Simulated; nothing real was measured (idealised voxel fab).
A process module follows: voxel wiring stack.
This is section cut - it's 270 nm across, gridded in 5 nm square cells.
Cross-section = grid of square cells, listed top down in bands; band = one or more rows. Quick guide to a band line: top height, bottom height (nm) up front; then every material left to right with its width in nm. Only one material and it's marked "edge to edge"? Then it fills the band edge to edge. And "blank" just means empty space. A quick word on heights: they are counted from 0, and under that level the wafer as it came to us is one material throughout. The lowest band is different from the rest in having no bottom; it simply continues downward, written as in "0 nm and below". With a width like "30 to 40", each row of cells in the band differs from the next by the same amount, the top row carrying the first number and the bottom row the second. "no change occurred" means the step left every cell of the cross-section as it was. "Enclosed cavity list" means: voids of 8 cells or more that are shut off from the top with no open way through. Written width x height at distance, distance from the left edge, in nm. Read whatever lies past the settings on a step's line as the simulator's own remark about the step. "overlay nm", when on a step's line for a step with a mask, measures how far to the right of its planned place the mask lay; a negative measure means to the left. Every pair from here on: before one process step, after it. The after cross-section reaches only to the lowest band that changed. Below the pair: the step in between and its settings. Pairs can belong to different runs of this module on the same starting wafer; a pair carries on from the pair above only if the entry headed "Before this step" says so.

## Before this step
  85 nm to 80 nm  Cu edge to edge
  80 nm to 75 nm  100 TiN; 15 Cu; 35 TiN; 15 Cu; 105 TiN
  75 nm to 60 nm  95 SiO2; 5 TiN; 15 Cu; 5 TiN; 25 SiO2; 5 TiN; 15 Cu; 5 TiN; 100 SiO2
  60 nm to 55 nm  95 SiO2; 5 TiN; 5 Cu; 15 TiN; 25 SiO2; 25 TiN; 100 SiO2
  55 nm to 40 nm  95 SiO2; 5 TiN; 5 Cu; 5 TiN; 160 SiO2
  40 nm to 35 nm  95 SiCN; 15 TiN; 160 SiCN
  35 nm to 20 nm  95 SiO2; 25 W; 25 SiO2; 25 W; 100 SiO2
  20 nm to 15 nm  95 SiO2; 25 TiN; 25 SiO2; 25 TiN; 100 SiO2
  15 nm to 0 nm  SiO2 edge to edge
  0 nm and below  Si edge to edge
  Enclosed cavity list: none

## State After Step
  70 nm to 60 nm  95 SiO2; 5 TiN; 15 Cu; 5 TiN; 25 SiO2; 5 TiN; 15 Cu; 5 TiN; 100 SiO2
  For the remainder of the cross-section, below 60, there is no change.
  Enclosed cavity list: none
Process step (between the before and after cross-sections above): CMP (height nm 70)

Before this step: cross-section not repeated; it is the one shown after the step in the pair just above.

## State After Step
  75 nm to 70 nm  SiCN edge to edge
  For the remainder of the cross-section, below 70, there is no change.
  Enclosed cavity list: none
Process step (between the before and after cross-sections above): CONFORMAL_DEP (material SiCN; thk nm 5)

Before this step: cross-section not repeated; it is the one shown after the step in the pair just above.

## State After Step
  110 nm to 75 nm  SiO2 edge to edge
  For the remainder of the cross-section, below 75, there is no change.
  Enclosed cavity list: none
Process step (between the before and after cross-sections above): DIRECTIONAL_DEP (material SiO2; thk nm 35)

Before this step: cross-section not repeated; it is the one shown after the step in the pair just above.

## State After Step
  110 nm to 75 nm  95 SiO2; 15 blank; 160 SiO2
  For the remainder of the cross-section, below 75, there is no change.
  Enclosed cavity list: none
Process step (between the before and after cross-sections above): MASKED_ETCH (tone open; mask id METAL_3_HOLES; width nm 15; etch materials SiO2; depth nm 35; overlay nm 0)

Before this step: cross-section not repeated; it is the one shown after the step in the pair just above.

## State After Step
  125 nm to 110 nm  95 resist; 25 blank; 25 resist; 25 blank; 100 resist
  For the remainder of the cross-section, below 110, there is no change.
  Enclosed cavity list: none
Process step (between the before and after cross-sections above): PATTERN (tone open; mask id METAL_3; material resist; width nm 25; pitch nm 50; thk nm 15; overlay nm 0)

Before this step: cross-section not repeated; it is the one shown after the step in the pair just above.

## State After Step
  125 nm to 110 nm  95 resist; 25 blank; 25 resist; 25 blank; 100 resist
  110 nm to 90 nm  95 SiO2; 25 blank; 25 SiO2; 25 blank; 100 SiO2
  For the remainder of the cross-section, below 90, there is no change.
  Enclosed cavity list: none
Process step (between the before and after cross-sections above): DIRECTIONAL_ETCH (etch materials SiO2; depth nm 20)

Before this step: cross-section not repeated; it is the one shown after the step in the pair just above.

## State After Step
  125 nm to 110 nm  95 resist; 25 blank; 25 resist; 25 blank; 100 resist
  110 nm to 90 nm  95 SiO2; 25 blank; 25 SiO2; 25 blank; 100 SiO2
  90 nm to 75 nm  95 SiO2; 15 blank; 160 SiO2
  75 nm to 70 nm  95 SiCN; 15 blank; 160 SiCN
  For the remainder of the cross-section, below 70, there is no change.
  Enclosed cavity list: none
Process step (between the before and after cross-sections above): DIRECTIONAL_ETCH (etch materials SiCN; depth nm 5)

Before this step: cross-section not repeated; it is the one shown after the step in the pair just above.

## State After Step
  110 nm to 90 nm  95 SiO2; 25 blank; 25 SiO2; 25 blank; 100 SiO2
  For the remainder of the cross-section, below 90, there is no change.
  Enclosed cavity list: none
Process step (between the before and after cross-sections above): STRIP (etch materials resist)

Before this step: cross-section not repeated; it is the one shown after the step in the pair just above.

## State After Step
  115 nm to 110 nm  100 TiN; 15 blank; 35 TiN; 15 blank; 105 TiN
  110 nm to 95 nm  95 SiO2; 5 TiN; 15 blank; 5 TiN; 25 SiO2; 5 TiN; 15 blank; 5 TiN; 100 SiO2
  95 nm to 90 nm  95 SiO2; 5 TiN; 5 blank; 15 TiN; 25 SiO2; 25 TiN; 100 SiO2
  90 nm to 75 nm  95 SiO2; 5 TiN; 5 blank; 5 TiN; 160 SiO2
  75 nm to 70 nm  95 SiCN; 15 TiN; 160 SiCN
  For the remainder of the cross-section, below 70, there is no change.
  Enclosed cavity list: none
Process step (between the before and after cross-sections above): CONFORMAL_DEP (material TiN; thk nm 5)

Before this step: cross-section not repeated; it is the one shown after the step in the pair just above.

## State After Step
  125 nm to 115 nm  Ru edge to edge
  115 nm to 110 nm  100 TiN; 15 Ru; 35 TiN; 15 Ru; 105 TiN
  110 nm to 95 nm  95 SiO2; 5 TiN; 15 Ru; 5 TiN; 25 SiO2; 5 TiN; 15 Ru; 5 TiN; 100 SiO2
  95 nm to 90 nm  95 SiO2; 5 TiN; 5 Ru; 15 TiN; 25 SiO2; 25 TiN; 100 SiO2
  90 nm to 75 nm  95 SiO2; 5 TiN; 5 Ru; 5 TiN; 160 SiO2
  For the remainder of the cross-section, below 75, there is no change.
  Enclosed cavity list: none
Process step (between the before and after cross-sections above): FILL_DEP (material Ru; thk nm 10)

Before this step: cross-section not repeated; it is the one shown after the step in the pair just above.

## State After Step
  115 nm to 110 nm  100 TiN; 15 Ru; 35 TiN; 15 Ru; 105 TiN
  For the remainder of the cross-section, below 110, there is no change.
  Enclosed cavity list: none
Process step (between the before and after cross-sections above): CMP (height nm 115)

Before this step: cross-section not repeated; it is the one shown after the step in the pair just above.

## State After Step
  120 nm to 115 nm  SiCN edge to edge
  For the remainder of the cross-section, below 115, there is no change.
  Enclosed cavity list: none
Process step (between the before and after cross-sections above): CONFORMAL_DEP (material SiCN; thk nm 5)

## Before this step
  90 nm to 75 nm  aC edge to edge
  75 nm to 40 nm  SiO2 edge to edge
  40 nm to 35 nm  SiCN edge to edge
  35 nm to 20 nm  95 SiO2; 25 W; 25 SiO2; 25 W; 100 SiO2
  20 nm to 15 nm  95 SiO2; 25 TiN; 25 SiO2; 25 TiN; 100 SiO2
  15 nm to 0 nm  SiO2 edge to edge
  0 nm and below  Si edge to edge
  Enclosed cavity list: none

## State After Step
  120 nm to 90 nm  90 resist; 25 blank; 155 resist
  For the remainder of the cross-section, below 90, there is no change.
  Enclosed cavity list: none
Process step (between the before and after cross-sections above): PATTERN (tone open; mask id METAL_2_HOLES; material resist; width nm 25; thk nm 30; overlay nm 0)

Before this step: cross-section not repeated; it is the one shown after the step in the pair just above.

## State After Step
  105 nm to 90 nm  90 resist; 25 blank; 155 resist
  90 nm to 75 nm  90 aC; 25 blank; 155 aC
  For the remainder of the cross-section, below 75, there is no change.
  Enclosed cavity list: none
Process step (between the before and after cross-sections above): DIRECTIONAL_ETCH (etch materials aC; depth nm 15)

Before this step: cross-section not repeated; it is the one shown after the step in the pair just above.

## State After Step
  90 nm to 75 nm  90 aC; 25 blank; 155 aC
  For the remainder of the cross-section, below 75, there is no change.
  Enclosed cavity list: none
Process step (between the before and after cross-sections above): STRIP (etch materials resist)

Before this step: cross-section not repeated; it is the one shown after the step in the pair just above.

## State After Step
  90 nm to 75 nm  90 aC; 25 blank; 155 aC
  75 nm to 40 nm  90 SiO2; 25 blank; 155 SiO2
  For the remainder of the cross-section, below 40, there is no change.
  Enclosed cavity list: none
Process step (between the before and after cross-sections above): DIRECTIONAL_ETCH (etch materials SiO2; depth nm 35)

Before this step: cross-section not repeated; it is the one shown after the step in the pair just above.

## State After Step
  75 nm to 40 nm  90 SiO2; 25 blank; 155 SiO2
  For the remainder of the cross-section, below 40, there is no change.
  Enclosed cavity list: none
Process step (between the before and after cross-sections above): STRIP (etch materials aC)

Before this step: cross-section not repeated; it is the one shown after the step in the pair just above.

## State After Step
  75 nm to 55 nm  90 SiO2; 30 blank; 25 SiO2; 25 blank; 100 SiO2
  For the remainder of the cross-section, below 55, there is no change.
  Enclosed cavity list: none
Process step (between the before and after cross-sections above): MASKED_ETCH (tone open; mask id METAL_2; width nm 25; pitch nm 50; etch materials SiO2; depth nm 20; overlay nm 0)

Before this step: cross-section not repeated; it is the one shown after the step in the pair just above.

## State After Step
  75 nm to 55 nm  90 SiO2; 30 blank; 25 SiO2; 25 blank; 100 SiO2
  55 nm to 40 nm  90 SiO2; 25 blank; 155 SiO2
  40 nm to 35 nm  95 SiCN; 20 blank; 155 SiCN
  For the remainder of the cross-section, below 35, there is no change.
  Enclosed cavity list: none
Process step (between the before and after cross-sections above): MASKED_ETCH (tone open; mask id METAL_2; width nm 25; pitch nm 50; etch materials SiCN; depth nm 5; overlay nm 0)

Before this step: cross-section not repeated; it is the one shown after the step in the pair just above.

## State After Step
  80 nm to 75 nm  95 TiN; 20 blank; 35 TiN; 15 blank; 105 TiN
  75 nm to 60 nm  90 SiO2; 5 TiN; 20 blank; 5 TiN; 25 SiO2; 5 TiN; 15 blank; 5 TiN; 100 SiO2
  60 nm to 55 nm  90 SiO2; 5 TiN; 15 blank; 10 TiN; 25 SiO2; 25 TiN; 100 SiO2
  55 nm to 45 nm  90 SiO2; 5 TiN; 15 blank; 5 TiN; 155 SiO2
  45 nm to 40 nm  90 SiO2; 10 TiN; 10 blank; 5 TiN; 155 SiO2
  40 nm to 35 nm  95 SiCN; 20 TiN; 155 SiCN
  For the remainder of the cross-section, below 35, there is no change.
  Enclosed cavity list: none
Process step (between the before and after cross-sections above): CONFORMAL_DEP (material TiN; thk nm 5)

Before this step: cross-section not repeated; it is the one shown after the step in the pair just above.

## State After Step
  85 nm to 80 nm  Cu edge to edge
  80 nm to 75 nm  95 TiN; 20 Cu; 35 TiN; 15 Cu; 105 TiN
  75 nm to 60 nm  90 SiO2; 5 TiN; 20 Cu; 5 TiN; 25 SiO2; 5 TiN; 15 Cu; 5 TiN; 100 SiO2
  60 nm to 55 nm  90 SiO2; 5 TiN; 15 Cu; 10 TiN; 25 SiO2; 25 TiN; 100 SiO2
  55 nm to 45 nm  90 SiO2; 5 TiN; 15 Cu; 5 TiN; 155 SiO2
  45 nm to 40 nm  90 SiO2; 10 TiN; 10 Cu; 5 TiN; 155 SiO2
  For the remainder of the cross-section, below 40, there is no change.
  Enclosed cavity list: none
Process step (between the before and after cross-sections above): FILL_DEP (material Cu; thk nm 5)

Before this step: cross-section not repeated; it is the one shown after the step in the pair just above.

## State After Step
  75 nm to 60 nm  90 SiO2; 5 TiN; 20 Cu; 5 TiN; 25 SiO2; 5 TiN; 15 Cu; 5 TiN; 100 SiO2
  For the remainder of the cross-section, below 60, there is no change.
  Enclosed cavity list: none
Process step (between the before and after cross-sections above): CMP (height nm 75)

Before this step: cross-section not repeated; it is the one shown after the step in the pair just above.

## State After Step
  80 nm to 75 nm  SiCN edge to edge
  For the remainder of the cross-section, below 75, there is no change.
  Enclosed cavity list: none
Process step (between the before and after cross-sections above): CONFORMAL_DEP (material SiCN; thk nm 5)

Before this step: cross-section not repeated; it is the one shown after the step in the pair just above.

## State After Step
  115 nm to 80 nm  SiO2 edge to edge
  For the remainder of the cross-section, below 80, there is no change.
  Enclosed cavity list: none
Process step (between the before and after cross-sections above): DIRECTIONAL_DEP (material SiO2; thk nm 35)

Before this step: cross-section not repeated; it is the one shown after the step in the pair just above.

## State After Step
  115 nm to 80 nm  95 SiO2; 15 blank; 160 SiO2
  For the remainder of the cross-section, below 80, there is no change.
  Enclosed cavity list: none
Process step (between the before and after cross-sections above): MASKED_ETCH (tone open; mask id METAL_3_HOLES; width nm 15; etch materials SiO2; depth nm 35; overlay nm 0)

Before this step: cross-section not repeated; it is the one shown after the step in the pair just above.

## State After Step
  130 nm to 115 nm  95 resist; 25 blank; 25 resist; 25 blank; 100 resist
  For the remainder of the cross-section, below 115, there is no change.
  Enclosed cavity list: none
Process step (between the before and after cross-sections above): PATTERN (tone open; mask id METAL_3; material resist; width nm 25; pitch nm 50; thk nm 15; overlay nm 0)

Before this step: cross-section not repeated; it is the one shown after the step in the pair just above.

## State After Step
  130 nm to 115 nm  95 resist; 25 blank; 25 resist; 25 blank; 100 resist
  115 nm to 95 nm  95 SiO2; 25 blank; 25 SiO2; 25 blank; 100 SiO2
  For the remainder of the cross-section, below 95, there is no change.
  Enclosed cavity list: none
Process step (between the before and after cross-sections above): DIRECTIONAL_ETCH (etch materials SiO2; depth nm 20)

Before this step: cross-section not repeated; it is the one shown after the step in the pair just above.

## State After Step
  130 nm to 115 nm  95 resist; 25 blank; 25 resist; 25 blank; 100 resist
  115 nm to 95 nm  95 SiO2; 25 blank; 25 SiO2; 25 blank; 100 SiO2
  95 nm to 80 nm  95 SiO2; 15 blank; 160 SiO2
  80 nm to 75 nm  95 SiCN; 15 blank; 160 SiCN
  For the remainder of the cross-section, below 75, there is no change.
  Enclosed cavity list: none
Process step (between the before and after cross-sections above): DIRECTIONAL_ETCH (etch materials SiCN; depth nm 5)

Before this step: cross-section not repeated; it is the one shown after the step in the pair just above.

## State After Step
  115 nm to 95 nm  95 SiO2; 25 blank; 25 SiO2; 25 blank; 100 SiO2
  For the remainder of the cross-section, below 95, there is no change.
  Enclosed cavity list: none
Process step (between the before and after cross-sections above): STRIP (etch materials resist)

Before this step: cross-section not repeated; it is the one shown after the step in the pair just above.

## State After Step
  120 nm to 115 nm  100 TiN; 15 blank; 35 TiN; 15 blank; 105 TiN
  115 nm to 100 nm  95 SiO2; 5 TiN; 15 blank; 5 TiN; 25 SiO2; 5 TiN; 15 blank; 5 TiN; 100 SiO2
  100 nm to 95 nm  95 SiO2; 5 TiN; 5 blank; 15 TiN; 25 SiO2; 25 TiN; 100 SiO2
  95 nm to 80 nm  95 SiO2; 5 TiN; 5 blank; 5 TiN; 160 SiO2
  80 nm to 75 nm  95 SiCN; 15 TiN; 160 SiCN
  For the remainder of the cross-section, below 75, there is no change.
  Enclosed cavity list: none
Process step (between the before and after cross-sections above): CONFORMAL_DEP (material TiN; thk nm 5)

Before this step: cross-section not repeated; it is the one shown after the step in the pair just above.

## State After Step
  130 nm to 120 nm  Ru edge to edge
  120 nm to 115 nm  100 TiN; 15 Ru; 35 TiN; 15 Ru; 105 TiN
  115 nm to 100 nm  95 SiO2; 5 TiN; 15 Ru; 5 TiN; 25 SiO2; 5 TiN; 15 Ru; 5 TiN; 100 SiO2
  100 nm to 95 nm  95 SiO2; 5 TiN; 5 Ru; 15 TiN; 25 SiO2; 25 TiN; 100 SiO2
  95 nm to 80 nm  95 SiO2; 5 TiN; 5 Ru; 5 TiN; 160 SiO2
  For the remainder of the cross-section, below 80, there is no change.
  Enclosed cavity list: none
Process step (between the before and after cross-sections above): FILL_DEP (material Ru; thk nm 10)

Before this step: cross-section not repeated; it is the one shown after the step in the pair just above.

## State After Step
  115 nm to 100 nm  95 SiO2; 5 TiN; 15 Ru; 5 TiN; 25 SiO2; 5 TiN; 15 Ru; 5 TiN; 100 SiO2
  For the remainder of the cross-section, below 100, there is no change.
  Enclosed cavity list: none
Process step (between the before and after cross-sections above): CMP (height nm 115)

Before this step: cross-section not repeated; it is the one shown after the step in the pair just above.

## State After Step
  120 nm to 115 nm  SiCN edge to edge
  For the remainder of the cross-section, below 115, there is no change.
  Enclosed cavity list: none
Process step (between the before and after cross-sections above): CONFORMAL_DEP (material SiCN; thk nm 5)

## Before this step
  35 nm to 20 nm  95 blank; 25 W; 25 blank; 25 W; 100 blank
  20 nm to 15 nm  TiN edge to edge
  15 nm to 0 nm  SiO2 edge to edge
  0 nm and below  Si edge to edge
  Enclosed cavity list: none

## State After Step
  35 nm to 20 nm  95 blank; 25 W; 25 blank; 25 W; 100 blank
  20 nm to 15 nm  95 blank; 35 TiN; 15 blank; 35 TiN; 90 blank
  For the remainder of the cross-section, below 15, there is no change.
  Enclosed cavity list: none
Process step (between the before and after cross-sections above): MASKED_ETCH (tone cover; mask id METAL_1; width nm 25; pitch nm 50; etch materials TiN; depth nm 5; overlay nm 10)

Before this step: cross-section not repeated; it is the one shown after the step in the pair just above.

## State After Step
  45 nm to 35 nm  SiO2 edge to edge
  35 nm to 20 nm  95 SiO2; 25 W; 25 SiO2; 25 W; 100 SiO2
  20 nm to 15 nm  95 SiO2; 35 TiN; 15 SiO2; 35 TiN; 90 SiO2
  For the remainder of the cross-section, below 15, there is no change.
  Enclosed cavity list: none
Process step (between the before and after cross-sections above): FILL_DEP (material SiO2; thk nm 10)

Before this step: cross-section not repeated; it is the one shown after the step in the pair just above.

## State After Step
  35 nm to 20 nm  95 SiO2; 25 W; 25 SiO2; 25 W; 100 SiO2
  For the remainder of the cross-section, below 20, there is no change.
  Enclosed cavity list: none
Process step (between the before and after cross-sections above): CMP (height nm 35)

Before this step: cross-section not repeated; it is the one shown after the step in the pair just above.

## State After Step
  40 nm to 35 nm  SiCN edge to edge
  For the remainder of the cross-section, below 35, there is no change.
  Enclosed cavity list: none
Process step (between the before and after cross-sections above): CONFORMAL_DEP (material SiCN; thk nm 5)

Before this step: cross-section not repeated; it is the one shown after the step in the pair just above.

## State After Step
  75 nm to 40 nm  SiO2 edge to edge
  For the remainder of the cross-section, below 40, there is no change.
  Enclosed cavity list: none
Process step (between the before and after cross-sections above): DIRECTIONAL_DEP (material SiO2; thk nm 35)

Before this step: cross-section not repeated; it is the one shown after the step in the pair just above.

## State After Step
  90 nm to 75 nm  aC edge to edge
  For the remainder of the cross-section, below 75, there is no change.
  Enclosed cavity list: none
Process step (between the before and after cross-sections above): DIRECTIONAL_DEP (material aC; thk nm 15)

Before this step: cross-section not repeated; it is the one shown after the step in the pair just above.

## State After Step
  120 nm to 90 nm  95 resist; 15 blank; 160 resist
  For the remainder of the cross-section, below 90, there is no change.
  Enclosed cavity list: none
Process step (between the before and after cross-sections above): PATTERN (tone open; mask id METAL_2_HOLES; material resist; width nm 15; thk nm 30; overlay nm 0)

Before this step: cross-section not repeated; it is the one shown after the step in the pair just above.

## State After Step
  105 nm to 90 nm  95 resist; 15 blank; 160 resist
  90 nm to 75 nm  95 aC; 15 blank; 160 aC
  For the remainder of the cross-section, below 75, there is no change.
  Enclosed cavity list: none
Process step (between the before and after cross-sections above): DIRECTIONAL_ETCH (etch materials aC; depth nm 15)

Before this step: cross-section not repeated; it is the one shown after the step in the pair just above.

## State After Step
  90 nm to 75 nm  95 aC; 15 blank; 160 aC
  For the remainder of the cross-section, below 75, there is no change.
  Enclosed cavity list: none
Process step (between the before and after cross-sections above): STRIP (etch materials resist)

Before this step: cross-section not repeated; it is the one shown after the step in the pair just above.

## State After Step
  90 nm to 75 nm  95 aC; 15 blank; 160 aC
  75 nm to 40 nm  95 SiO2; 15 blank; 160 SiO2
  For the remainder of the cross-section, below 40, there is no change.
  Enclosed cavity list: none
Process step (between the before and after cross-sections above): DIRECTIONAL_ETCH (etch materials SiO2; depth nm 35)

Before this step: cross-section not repeated; it is the one shown after the step in the pair just above.

## State After Step
  75 nm to 40 nm  95 SiO2; 15 blank; 160 SiO2
  For the remainder of the cross-section, below 40, there is no change.
  Enclosed cavity list: none
Process step (between the before and after cross-sections above): STRIP (etch materials aC)

Before this step: cross-section not repeated; it is the one shown after the step in the pair just above.

## State After Step
  75 nm to 55 nm  95 SiO2; 25 blank; 25 SiO2; 25 blank; 100 SiO2
  For the remainder of the cross-section, below 55, there is no change.
  Enclosed cavity list: none
Process step (between the before and after cross-sections above): MASKED_ETCH (tone open; mask id METAL_2; width nm 25; pitch nm 50; etch materials SiO2; depth nm 20; overlay nm 0)

Before this step: cross-section not repeated; it is the one shown after the step in the pair just above.

## State After Step
  75 nm to 55 nm  95 SiO2; 25 blank; 25 SiO2; 25 blank; 100 SiO2
  55 nm to 40 nm  95 SiO2; 15 blank; 160 SiO2
  40 nm to 35 nm  95 SiCN; 15 blank; 160 SiCN
  For the remainder of the cross-section, below 35, there is no change.
  Enclosed cavity list: none
Process step (between the before and after cross-sections above): MASKED_ETCH (tone open; mask id METAL_2; width nm 25; pitch nm 50; etch materials SiCN; depth nm 5; overlay nm 0)

Before this step: cross-section not repeated; it is the one shown after the step in the pair just above.

## State After Step
  80 nm to 75 nm  100 TiN; 15 blank; 35 TiN; 15 blank; 105 TiN
  75 nm to 60 nm  95 SiO2; 5 TiN; 15 blank; 5 TiN; 25 SiO2; 5 TiN; 15 blank; 5 TiN; 100 SiO2
  60 nm to 55 nm  95 SiO2; 5 TiN; 5 blank; 15 TiN; 25 SiO2; 25 TiN; 100 SiO2
  55 nm to 40 nm  95 SiO2; 5 TiN; 5 blank; 5 TiN; 160 SiO2
  40 nm to 35 nm  95 SiCN; 15 TiN; 160 SiCN
  For the remainder of the cross-section, below 35, there is no change.
  Enclosed cavity list: none
Process step (between the before and after cross-sections above): CONFORMAL_DEP (material TiN; thk nm 5)

Before this step: cross-section not repeated; it is the one shown after the step in the pair just above.

## State After Step
  85 nm to 80 nm  Cu edge to edge
  80 nm to 75 nm  100 TiN; 15 Cu; 35 TiN; 15 Cu; 105 TiN
  75 nm to 60 nm  95 SiO2; 5 TiN; 15 Cu; 5 TiN; 25 SiO2; 5 TiN; 15 Cu; 5 TiN; 100 SiO2
  60 nm to 55 nm  95 SiO2; 5 TiN; 5 Cu; 15 TiN; 25 SiO2; 25 TiN; 100 SiO2
  55 nm to 40 nm  95 SiO2; 5 TiN; 5 Cu; 5 TiN; 160 SiO2
  For the remainder of the cross-section, below 40, there is no change.
  Enclosed cavity list: none
Process step (between the before and after cross-sections above): FILL_DEP (material Cu; thk nm 5)

Before this step: cross-section not repeated; it is the one shown after the step in the pair just above.

## State After Step
  75 nm to 60 nm  95 SiO2; 5 TiN; 15 Cu; 5 TiN; 25 SiO2; 5 TiN; 15 Cu; 5 TiN; 100 SiO2
  For the remainder of the cross-section, below 60, there is no change.
  Enclosed cavity list: none
Process step (between the before and after cross-sections above): CMP (height nm 75)

Before this step: cross-section not repeated; it is the one shown after the step in the pair just above.

## State After Step
  80 nm to 75 nm  SiCN edge to edge
  For the remainder of the cross-section, below 75, there is no change.
  Enclosed cavity list: none
Process step (between the before and after cross-sections above): CONFORMAL_DEP (material SiCN; thk nm 5)

Before this step: cross-section not repeated; it is the one shown after the step in the pair just above.

## State After Step
  115 nm to 80 nm  SiO2 edge to edge
  For the remainder of the cross-section, below 80, there is no change.
  Enclosed cavity list: none
Process step (between the before and after cross-sections above): DIRECTIONAL_DEP (material SiO2; thk nm 35)

Before this step: cross-section not repeated; it is the one shown after the step in the pair just above.

## State After Step
  115 nm to 80 nm  95 SiO2; 15 blank; 160 SiO2
  For the remainder of the cross-section, below 80, there is no change.
  Enclosed cavity list: none
Process step (between the before and after cross-sections above): MASKED_ETCH (tone open; mask id METAL_3_HOLES; width nm 15; etch materials SiO2; depth nm 35; overlay nm 0)

Before this step: cross-section not repeated; it is the one shown after the step in the pair just above.

## State After Step
  130 nm to 115 nm  95 resist; 25 blank; 25 resist; 25 blank; 100 resist
  For the remainder of the cross-section, below 115, there is no change.
  Enclosed cavity list: none
Process step (between the before and after cross-sections above): PATTERN (tone open; mask id METAL_3; material resist; width nm 25; pitch nm 50; thk nm 15; overlay nm 0)

Before this step: cross-section not repeated; it is the one shown after the step in the pair just above.

## State After Step
  130 nm to 115 nm  95 resist; 25 blank; 25 resist; 25 blank; 100 resist
  115 nm to 95 nm  95 SiO2; 25 blank; 25 SiO2; 25 blank; 100 SiO2
  For the remainder of the cross-section, below 95, there is no change.
  Enclosed cavity list: none
Process step (between the before and after cross-sections above): DIRECTIONAL_ETCH (etch materials SiO2; depth nm 20)

Before this step: cross-section not repeated; it is the one shown after the step in the pair just above.

## State After Step
  130 nm to 115 nm  95 resist; 25 blank; 25 resist; 25 blank; 100 resist
  115 nm to 95 nm  95 SiO2; 25 blank; 25 SiO2; 25 blank; 100 SiO2
  95 nm to 80 nm  95 SiO2; 15 blank; 160 SiO2
  80 nm to 75 nm  95 SiCN; 15 blank; 160 SiCN
  For the remainder of the cross-section, below 75, there is no change.
  Enclosed cavity list: none
Process step (between the before and after cross-sections above): DIRECTIONAL_ETCH (etch materials SiCN; depth nm 5)

Before this step: cross-section not repeated; it is the one shown after the step in the pair just above.

## State After Step
  115 nm to 95 nm  95 SiO2; 25 blank; 25 SiO2; 25 blank; 100 SiO2
  For the remainder of the cross-section, below 95, there is no change.
  Enclosed cavity list: none
Process step (between the before and after cross-sections above): STRIP (etch materials resist)

Before this step: cross-section not repeated; it is the one shown after the step in the pair just above.

## State After Step
  120 nm to 115 nm  100 TiN; 15 blank; 35 TiN; 15 blank; 105 TiN
  115 nm to 100 nm  95 SiO2; 5 TiN; 15 blank; 5 TiN; 25 SiO2; 5 TiN; 15 blank; 5 TiN; 100 SiO2
  100 nm to 95 nm  95 SiO2; 5 TiN; 5 blank; 15 TiN; 25 SiO2; 25 TiN; 100 SiO2
  95 nm to 80 nm  95 SiO2; 5 TiN; 5 blank; 5 TiN; 160 SiO2
  80 nm to 75 nm  95 SiCN; 15 TiN; 160 SiCN
  For the remainder of the cross-section, below 75, there is no change.
  Enclosed cavity list: none
Process step (between the before and after cross-sections above): CONFORMAL_DEP (material TiN; thk nm 5)

Before this step: cross-section not repeated; it is the one shown after the step in the pair just above.

## State After Step
  130 nm to 120 nm  Ru edge to edge
  120 nm to 115 nm  100 TiN; 15 Ru; 35 TiN; 15 Ru; 105 TiN
  115 nm to 100 nm  95 SiO2; 5 TiN; 15 Ru; 5 TiN; 25 SiO2; 5 TiN; 15 Ru; 5 TiN; 100 SiO2
  100 nm to 95 nm  95 SiO2; 5 TiN; 5 Ru; 15 TiN; 25 SiO2; 25 TiN; 100 SiO2
  95 nm to 80 nm  95 SiO2; 5 TiN; 5 Ru; 5 TiN; 160 SiO2
  For the remainder of the cross-section, below 80, there is no change.
  Enclosed cavity list: none
Process step (between the before and after cross-sections above): FILL_DEP (material Ru; thk nm 10)

Before this step: cross-section not repeated; it is the one shown after the step in the pair just above.

## State After Step
  115 nm to 100 nm  95 SiO2; 5 TiN; 15 Ru; 5 TiN; 25 SiO2; 5 TiN; 15 Ru; 5 TiN; 100 SiO2
  For the remainder of the cross-section, below 100, there is no change.
  Enclosed cavity list: none
Process step (between the before and after cross-sections above): CMP (height nm 115)

Before this step: cross-section not repeated; it is the one shown after the step in the pair just above.

## State After Step
  120 nm to 115 nm  SiCN edge to edge
  For the remainder of the cross-section, below 115, there is no change.
  Enclosed cavity list: none
Process step (between the before and after cross-sections above): CONFORMAL_DEP (material SiCN; thk nm 5)

## Before this step
  40 nm to 35 nm  SiCN edge to edge
  35 nm to 20 nm  95 SiO2; 25 W; 25 SiO2; 25 W; 100 SiO2
  20 nm to 15 nm  95 SiO2; 25 TiN; 25 SiO2; 25 TiN; 100 SiO2
  15 nm to 0 nm  SiO2 edge to edge
  0 nm and below  Si edge to edge
  Enclosed cavity list: none

## State After Step
  75 nm to 40 nm  TiN edge to edge
  For the remainder of the cross-section, below 40, there is no change.
  Enclosed cavity list: none
Process step (between the before and after cross-sections above): DIRECTIONAL_DEP (material TiN; thk nm 35)

Before this step: cross-section not repeated; it is the one shown after the step in the pair just above.

## State After Step
  90 nm to 75 nm  aC edge to edge
  For the remainder of the cross-section, below 75, there is no change.
  Enclosed cavity list: none
Process step (between the before and after cross-sections above): DIRECTIONAL_DEP (material aC; thk nm 15)

Before this step: cross-section not repeated; it is the one shown after the step in the pair just above.

## State After Step
  120 nm to 90 nm  95 resist; 15 blank; 160 resist
  For the remainder of the cross-section, below 90, there is no change.
  Enclosed cavity list: none
Process step (between the before and after cross-sections above): PATTERN (tone open; mask id METAL_2_HOLES; material resist; width nm 15; thk nm 30; overlay nm 0)

Before this step: cross-section not repeated; it is the one shown after the step in the pair just above.

## State After Step
  105 nm to 90 nm  95 resist; 15 blank; 160 resist
  90 nm to 75 nm  95 aC; 15 blank; 160 aC
  For the remainder of the cross-section, below 75, there is no change.
  Enclosed cavity list: none
Process step (between the before and after cross-sections above): DIRECTIONAL_ETCH (etch materials aC; depth nm 15)

Before this step: cross-section not repeated; it is the one shown after the step in the pair just above.

## State After Step
  90 nm to 75 nm  95 aC; 15 blank; 160 aC
  For the remainder of the cross-section, below 75, there is no change.
  Enclosed cavity list: none
Process step (between the before and after cross-sections above): STRIP (etch materials resist)

Before this step: cross-section not repeated; it is the one shown after the step in the pair just above.

## State After Step
  75 nm to 40 nm  TiN edge to edge
  For the remainder of the cross-section, below 40, there is no change.
  Enclosed cavity list: none
Process step (between the before and after cross-sections above): STRIP (etch materials aC)

Before this step: cross-section not repeated; it is the one shown after the step in the pair just above.

## State After Step
  80 nm to 40 nm  TiN edge to edge
  For the remainder of the cross-section, below 40, there is no change.
  Enclosed cavity list: none
Process step (between the before and after cross-sections above): CONFORMAL_DEP (material TiN; thk nm 5)

Before this step: cross-section not repeated; it is the one shown after the step in the pair just above.

## State After Step
  85 nm to 80 nm  Cu edge to edge
  For the remainder of the cross-section, below 80, there is no change.
  Enclosed cavity list: none
Process step (between the before and after cross-sections above): FILL_DEP (material Cu; thk nm 5)

Before this step: cross-section not repeated; it is the one shown after the step in the pair just above.

## State After Step
  75 nm to 40 nm  TiN edge to edge
  For the remainder of the cross-section, below 40, there is no change.
  Enclosed cavity list: none
Process step (between the before and after cross-sections above): CMP (height nm 75)
